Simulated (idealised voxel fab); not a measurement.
The following is a process module called voxel self aligned contacts.
Cross-section cut: width 250 nm, square cells of 5 nm.
Notation: cross-section as square-cell grid; stated in bands, top first, going down; one or more cell rows per band.
Top height, bottom height, nm. Materials left to right, width each, nm. Single material + "edge to edge" = fills band edge to edge. "empty" = empty.
Below 0: as-received wafer, all one material; heights counted from there. Lowest band: no bottom, goes on down, written "0 and below".
Top row gets the first number, bottom row gets the second, and each row in between changes by the same step: that is how a band width like "30..40" works.
What does "changes: none" mean for a step? It means no cell of the cross-section changed in that step.
Look at "Sealed void inventory" for the closed voids: empty spaces with no open path to the top, sized 8 cells or up. Each is width x height at distance, distance from the left edge, all nm.
It should be noted that, on the line of a given step, the content following the step's settings is a remark produced by the simulator itself with respect to that step.
When a step includes a mask, the "overlay nm" setting on its line states how far to the right of its planned place that mask lay, and negative values state how far to the left.
Set out below are the planned steps of the process
1. RECEIVE,material Si
2. CONFORMAL_DEP,material SiO2,thk nm 5
3. DIRECTIONAL_DEP,material polySi,thk nm 20
4. DIRECTIONAL_DEP,material SiN,thk nm 20
5. PATTERN,tone cover,mask id GATE,material resist,width nm 25,pitch nm 70,thk nm 20,overlay nm 0
6. DIRECTIONAL_ETCH,etch materials SiN,depth nm 20
7. DIRECTIONAL_ETCH,etch materials polySi,depth nm 20
8. STRIP,etch materials resist
9. CONFORMAL_DEP,material SiN,thk nm 10
10. DIRECTIONAL_ETCH,etch materials SiN,depth nm 10
11. FILL_DEP,material SiO2,thk nm 15
12. CMP,height nm 55
13. PATTERN,tone open,mask id CONTACT,material resist,width nm 55,pitch nm 70,thk nm 15,overlay nm 0
14. DIRECTIONAL_ETCH,etch materials SiO2,depth nm 55
15. STRIP,etch materials resist
16. CONFORMAL_DEP,material TiN,thk nm 5
17. FILL_DEP,material W,thk nm 5
18. CMP,height nm 55
19. CONFORMAL_DEP,material SiN,thk nm 5
The first of two wafers, run as planned
This is the cross-section of the wafer as we received it, i.e. after step 1
    0 and below  Si edge to edge
    Sealed void inventory: none
So this is the wafer cross-section right after step 2
    5 down to 0  SiO2 edge to edge
    Rest of section, below 0: as before.
So this is the wafer cross-section right after step 3
    25 down to 5  polySi edge to edge
    Rest of section, below 5: as before.
So this is the wafer cross-section right after step 4
    45 down to 25  SiN edge to edge
    Rest of section, below 25: as before.
So this is the wafer cross-section right after step 5
    65 down to 45  40 empty / 25 resist / 45 empty / 25 resist / 45 empty / 25 resist / 45 empty
    Rest of section, below 45: as before.
So this is the wafer cross-section right after step 6
    65 down to 45  40 empty / 25 resist / 45 empty / 25 resist / 45 empty / 25 resist / 45 empty
    45 down to 25  40 empty / 25 SiN / 45 empty / 25 SiN / 45 empty / 25 SiN / 45 empty
    Rest of section, below 25: as before.
So this is the wafer cross-section right after step 7
    65 down to 45  40 empty / 25 resist / 45 empty / 25 resist / 45 empty / 25 resist / 45 empty
    45 down to 25  40 empty / 25 SiN / 45 empty / 25 SiN / 45 empty / 25 SiN / 45 empty
    25 down to 5  40 empty / 25 polySi / 45 empty / 25 polySi / 45 empty / 25 polySi / 45 empty
    Rest of section, below 5: as before.
So this is the wafer cross-section right after step 8
    45 down to 25  40 empty / 25 SiN / 45 empty / 25 SiN / 45 empty / 25 SiN / 45 empty
    Rest of section, below 25: as before.
So this is the wafer cross-section right after step 9
    55 down to 25  30 empty / 45 SiN / 25 empty / 45 SiN / 25 empty / 45 SiN / 35 empty
    25 down to 15  30 empty / 10 SiN / 25 polySi / 10 SiN / 25 empty / 10 SiN / 25 polySi / 10 SiN / 25 empty / 10 SiN / 25 polySi / 10 SiN / 35 empty
    15 down to 5  40 SiN / 25 polySi / 45 SiN / 25 polySi / 45 SiN / 25 polySi / 45 SiN
    Rest of section, below 5: as before.
So this is the wafer cross-section right after step 10
    45 down to 25  30 empty / 45 SiN / 25 empty / 45 SiN / 25 empty / 45 SiN / 35 empty
    25 down to 5  30 empty / 10 SiN / 25 polySi / 10 SiN / 25 empty / 10 SiN / 25 polySi / 10 SiN / 25 empty / 10 SiN / 25 polySi / 10 SiN / 35 empty
    Rest of section, below 5: as before.
So this is the wafer cross-section right after step 11
    60 down to 45  SiO2 edge to edge
    45 down to 25  30 SiO2 / 45 SiN / 25 SiO2 / 45 SiN / 25 SiO2 / 45 SiN / 35 SiO2
    25 down to 5  30 SiO2 / 10 SiN / 25 polySi / 10 SiN / 25 SiO2 / 10 SiN / 25 polySi / 10 SiN / 25 SiO2 / 10 SiN / 25 polySi / 10 SiN / 35 SiO2
    Rest of section, below 5: as before.
So this is the wafer cross-section right after step 12
    55 down to 45  SiO2 edge to edge
    Rest of section, below 45: as before.
So this is the wafer cross-section right after step 13
    70 down to 55  60 resist / 55 empty / 15 resist / 55 empty / 65 resist
    Rest of section, below 55: as before.
So this is the wafer cross-section right after step 14
    70 down to 55  60 resist / 55 empty / 15 resist / 55 empty / 65 resist
    55 down to 45  60 SiO2 / 55 empty / 15 SiO2 / 55 empty / 65 SiO2
    45 down to 25  30 SiO2 / 45 SiN / 25 empty / 45 SiN / 25 empty / 45 SiN / 35 SiO2
    25 down to 5  30 SiO2 / 10 SiN / 25 polySi / 10 SiN / 25 empty / 10 SiN / 25 polySi / 10 SiN / 25 empty / 10 SiN / 25 polySi / 10 SiN / 35 SiO2
    5 down to 0  75 SiO2 / 25 empty / 45 SiO2 / 25 empty / 80 SiO2
    Rest of section, below 0: as before.
So this is the wafer cross-section right after step 15
    55 down to 45  60 SiO2 / 55 empty / 15 SiO2 / 55 empty / 65 SiO2
    Rest of section, below 45: as before.
So this is the wafer cross-section right after step 16
    60 down to 55  65 TiN / 45 empty / 25 TiN / 45 empty / 70 TiN
    55 down to 45  60 SiO2 / 5..20 TiN / 45..15 empty / 5..20 TiN / 15 SiO2 / 5..20 TiN / 45..15 empty / 5..20 TiN / 65 SiO2
    45 down to 25  30 SiO2 / 45 SiN / 5 TiN / 15 empty / 5 TiN / 45 SiN / 5 TiN / 15 empty / 5 TiN / 45 SiN / 35 SiO2
    25 down to 5  30 SiO2 / 10 SiN / 25 polySi / 10 SiN / 5 TiN / 15 empty / 5 TiN / 10 SiN / 25 polySi / 10 SiN / 5 TiN / 15 empty / 5 TiN / 10 SiN / 25 polySi / 10 SiN / 35 SiO2
    5 down to 0  75 SiO2 / 25 TiN / 45 SiO2 / 25 TiN / 80 SiO2
    Rest of section, below 0: as before.
So this is the wafer cross-section right after step 17
    65 down to 60  W edge to edge
    60 down to 55  65 TiN / 45 W / 25 TiN / 45 W / 70 TiN
    55 down to 45  60 SiO2 / 5..20 TiN / 45..15 W / 5..20 TiN / 15 SiO2 / 5..20 TiN / 45..15 W / 5..20 TiN / 65 SiO2
    45 down to 25  30 SiO2 / 45 SiN / 5 TiN / 15 W / 5 TiN / 45 SiN / 5 TiN / 15 W / 5 TiN / 45 SiN / 35 SiO2
    25 down to 5  30 SiO2 / 10 SiN / 25 polySi / 10 SiN / 5 TiN / 15 W / 5 TiN / 10 SiN / 25 polySi / 10 SiN / 5 TiN / 15 W / 5 TiN / 10 SiN / 25 polySi / 10 SiN / 35 SiO2
    Rest of section, below 5: as before.
So this is the wafer cross-section right after step 18
    55 down to 45  60 SiO2 / 5..20 TiN / 45..15 W / 5..20 TiN / 15 SiO2 / 5..20 TiN / 45..15 W / 5..20 TiN / 65 SiO2
    Rest of section, below 45: as before.
So this is the wafer cross-section right after step 19
    60 down to 55  SiN edge to edge
    Rest of section, below 55: as before.
Wafer two of two - same starting point, same process plan, one mistake in execution; matches wafer one up to and including step 4
Second wafer cross-section, taken as of the time the plan sets for step 5 to be done
    65 down to 45  35 empty / 35 resist / 35 empty / 35 resist / 35 empty / 35 resist / 40 empty
    Rest of section, below 45: as before.
Second wafer cross-section, taken as of the time the plan sets for step 6 to be done
    65 down to 45  35 empty / 35 resist / 35 empty / 35 resist / 35 empty / 35 resist / 40 empty
    45 down to 25  35 empty / 35 SiN / 35 empty / 35 SiN / 35 empty / 35 SiN / 40 empty
    Rest of section, below 25: as before.
Second wafer cross-section, taken as of the time the plan sets for step 7 to be done
    65 down to 45  35 empty / 35 resist / 35 empty / 35 resist / 35 empty / 35 resist / 40 empty
    45 down to 25  35 empty / 35 SiN / 35 empty / 35 SiN / 35 empty / 35 SiN / 40 empty
    25 down to 5  35 empty / 35 polySi / 35 empty / 35 polySi / 35 empty / 35 polySi / 40 empty
    Rest of section, below 5: as before.
Second wafer cross-section, taken as of the time the plan sets for step 8 to be done
    45 down to 25  35 empty / 35 SiN / 35 empty / 35 SiN / 35 empty / 35 SiN / 40 empty
    Rest of section, below 25: as before.
Second wafer cross-section, taken as of the time the plan sets for step 9 to be done
    55 down to 25  25 empty / 55 SiN / 15 empty / 55 SiN / 15 empty / 55 SiN / 30 empty
    25 down to 15  25 empty / 10 SiN / 35 polySi / 10 SiN / 15 empty / 10 SiN / 35 polySi / 10 SiN / 15 empty / 10 SiN / 35 polySi / 10 SiN / 30 empty
    15 down to 5  35 SiN / 35 polySi / 35 SiN / 35 polySi / 35 SiN / 35 polySi / 40 SiN
    Rest of section, below 5: as before.
Second wafer cross-section, taken as of the time the plan sets for step 10 to be done
    45 down to 25  25 empty / 55 SiN / 15 empty / 55 SiN / 15 empty / 55 SiN / 30 empty
    25 down to 5  25 empty / 10 SiN / 35 polySi / 10 SiN / 15 empty / 10 SiN / 35 polySi / 10 SiN / 15 empty / 10 SiN / 35 polySi / 10 SiN / 30 empty
    Rest of section, below 5: as before.
Second wafer cross-section, taken as of the time the plan sets for step 11 to be done
    60 down to 45  SiO2 edge to edge
    45 down to 25  25 SiO2 / 55 SiN / 15 SiO2 / 55 SiN / 15 SiO2 / 55 SiN / 30 SiO2
    25 down to 5  25 SiO2 / 10 SiN / 35 polySi / 10 SiN / 15 SiO2 / 10 SiN / 35 polySi / 10 SiN / 15 SiO2 / 10 SiN / 35 polySi / 10 SiN / 30 SiO2
    Rest of section, below 5: as before.
Second wafer cross-section, taken as of the time the plan sets for step 12 to be done
    55 down to 45  SiO2 edge to edge
    Rest of section, below 45: as before.
Second wafer cross-section, taken as of the time the plan sets for step 13 to be done
    70 down to 55  60 resist / 55 empty / 15 resist / 55 empty / 65 resist
    Rest of section, below 55: as before.
Second wafer cross-section, taken as of the time the plan sets for step 14 to be done
    70 down to 55  60 resist / 55 empty / 15 resist / 55 empty / 65 resist
    55 down to 45  60 SiO2 / 55 empty / 15 SiO2 / 55 empty / 65 SiO2
    45 down to 25  25 SiO2 / 55 SiN / 15 empty / 55 SiN / 15 empty / 55 SiN / 30 SiO2
    25 down to 5  25 SiO2 / 10 SiN / 35 polySi / 10 SiN / 15 empty / 10 SiN / 35 polySi / 10 SiN / 15 empty / 10 SiN / 35 polySi / 10 SiN / 30 SiO2
    5 down to 0  80 SiO2 / 15 empty / 55 SiO2 / 15 empty / 85 SiO2
    Rest of section, below 0: as before.
Second wafer cross-section, taken as of the time the plan sets for step 15 to be done
    55 down to 45  60 SiO2 / 55 empty / 15 SiO2 / 55 empty / 65 SiO2
    Rest of section, below 45: as before.
Second wafer cross-section, taken as of the time the plan sets for step 16 to be done
    60 down to 55  65 TiN / 45 empty / 25 TiN / 45 empty / 70 TiN
    55 down to 45  60 SiO2 / 5..25 TiN / 45..5 empty / 5..25 TiN / 15 SiO2 / 5..25 TiN / 45..5 empty / 5..25 TiN / 65 SiO2
    45 down to 25  25 SiO2 / 55 SiN / 5 TiN / 5 empty / 5 TiN / 55 SiN / 5 TiN / 5 empty / 5 TiN / 55 SiN / 30 SiO2
    25 down to 5  25 SiO2 / 10 SiN / 35 polySi / 10 SiN / 5 TiN / 5 empty / 5 TiN / 10 SiN / 35 polySi / 10 SiN / 5 TiN / 5 empty / 5 TiN / 10 SiN / 35 polySi / 10 SiN / 30 SiO2
    5 down to 0  80 SiO2 / 15 TiN / 55 SiO2 / 15 TiN / 85 SiO2
    Rest of section, below 0: as before.
Second wafer cross-section, taken as of the time the plan sets for step 17 to be done
    65 down to 60  W edge to edge
    60 down to 55  65 TiN / 45 W / 25 TiN / 45 W / 70 TiN
    55 down to 45  60 SiO2 / 5..25 TiN / 45..5 W / 5..25 TiN / 15 SiO2 / 5..25 TiN / 45..5 W / 5..25 TiN / 65 SiO2
    45 down to 25  25 SiO2 / 55 SiN / 5 TiN / 5 W / 5 TiN / 55 SiN / 5 TiN / 5 W / 5 TiN / 55 SiN / 30 SiO2
    25 down to 5  25 SiO2 / 10 SiN / 35 polySi / 10 SiN / 5 TiN / 5 W / 5 TiN / 10 SiN / 35 polySi / 10 SiN / 5 TiN / 5 W / 5 TiN / 10 SiN / 35 polySi / 10 SiN / 30 SiO2
    Rest of section, below 5: as before.
Second wafer cross-section, taken as of the time the plan sets for step 18 to be done
    55 down to 45  60 SiO2 / 5..25 TiN / 45..5 W / 5..25 TiN / 15 SiO2 / 5..25 TiN / 45..5 W / 5..25 TiN / 65 SiO2
    Rest of section, below 45: as before.
Second wafer cross-section, taken as of the time the plan sets for step 19 to be done
    60 down to 55  SiN edge to edge
    Rest of section, below 55: as before.
So what did we get wrong on this run? planned and actual differ for step 5; actual: PATTERN,tone cover,mask id GATE,material resist,width nm 35,pitch nm 70,thk nm 20,overlay nm 0
The closing comparison, in cells, has the second wafer with more or fewer of some materials than the first: 24 more of SiN | 12 fewer of SiO2 | 36 fewer of W | 24 more of polySi
